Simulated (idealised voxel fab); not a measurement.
Documented hereafter: the process module known as voxel self aligned vias.
Section shown: cut. Width: 140 nm. Cell size: 5 nm, square.
A cross-section in this document is a grid of square cells, and it is written down as bands, the top band listed before the ones below it; a band is made up of one or more rows of cells. Within each band entry, the heights of the top and of the bottom of the band appear first, in that order and in nm; the materials of the band then follow from left to right, each with its corresponding width in nm. The designation "everywhere" on a single material indicates that it fills the band from edge to edge; the designation "empty" indicates empty space. Note: height 0 marks the level under which the wafer is uniformly one material as received. Lowest band unbounded below, written "z 0 and below". Width: "30..40" (first number = top row, second number = bottom row, same change from row to row of cells). "left unchanged", as given for a step, is the statement that not any cell of the cross-section underwent a change during that step. Enclosed voids (no open way to top), threshold 8 cells or more, entry "Voids, enclosed", notation width x height at distance, distance from left edge, nm. Whatever follows a step's settings on its line is a remark the simulator itself makes about that step. "overlay nm" answers the question of how far to the right of plan the mask lay on a step that has a mask, and when it is negative the answer is to the left.
### Below is the list of planned process steps
- 1: RECEIVE [material Si]
- 2: CONFORMAL_DEP [material SiO2] [thk nm 10]
- 3: CONFORMAL_DEP [material SiCN] [thk nm 5]
- 4: DIRECTIONAL_DEP [material lowk] [thk nm 20]
- 5: MASKED_ETCH [tone open] [mask id LINES] [width nm 30] [pitch nm 70] [etch materials lowk] [depth nm 20] [overlay nm 0]
- 6: CONFORMAL_DEP [material TiN] [thk nm 5]
- 7: FILL_DEP [material Ru] [thk nm 5]
- 8: CMP [height nm 35]
- 9: SELECTIVE_ETCH [etch materials W Ru TiN] [depth nm 5]
- 10: FILL_DEP [material SiN] [thk nm 10]
- 11: CMP [height nm 35]
- 12: DIRECTIONAL_DEP [material lowk] [thk nm 20]
- 13: PATTERN [tone open] [mask id VIAS] [material resist] [width nm 40] [thk nm 20] [overlay nm 0]
- 14: DIRECTIONAL_ETCH [etch materials lowk] [depth nm 20]
- 15: DIRECTIONAL_ETCH [etch materials SiN] [depth nm 5]
- 16: STRIP [etch materials resist]
- 17: CONFORMAL_DEP [material TiN] [thk nm 5]
- 18: FILL_DEP [material Cu] [thk nm 10]
- 19: CMP [height nm 55]
- 20: CONFORMAL_DEP [material SiCN] [thk nm 5]
### As-received state of the wafer in cross-section, equivalent to post-step 1
  z 0 and below: Si everywhere
  Voids, enclosed: none
### Cross-section at module end, one run error; start and plan unchanged from above
  z 60 to 55: SiCN everywhere
  z 55 to 35: 15 of lowk | 5 of TiN | 30 of Cu | 5 of TiN | 85 of lowk
  z 35 to 30: 15 of lowk | 40 of TiN | 30 of lowk | 40 of SiN | 15 of lowk
  z 30 to 20: 15 of lowk | 5 of TiN | 30 of Ru | 5 of TiN | 30 of lowk | 5 of TiN | 30 of Ru | 5 of TiN | 15 of lowk
  z 20 to 15: 15 of lowk | 40 of TiN | 30 of lowk | 40 of TiN | 15 of lowk
  z 15 to 10: SiCN everywhere
  z 10 to 0: SiO2 everywhere
  z 0 and below: Si everywhere
  Voids, enclosed: none
Deviation noted in wafer processing: step 5 was run on a setting that differed from the plan, and what really ran there is MASKED_ETCH [tone open] [mask id LINES] [width nm 40] [pitch nm 70] [etch materials lowk] [depth nm 20] [overlay nm 0]
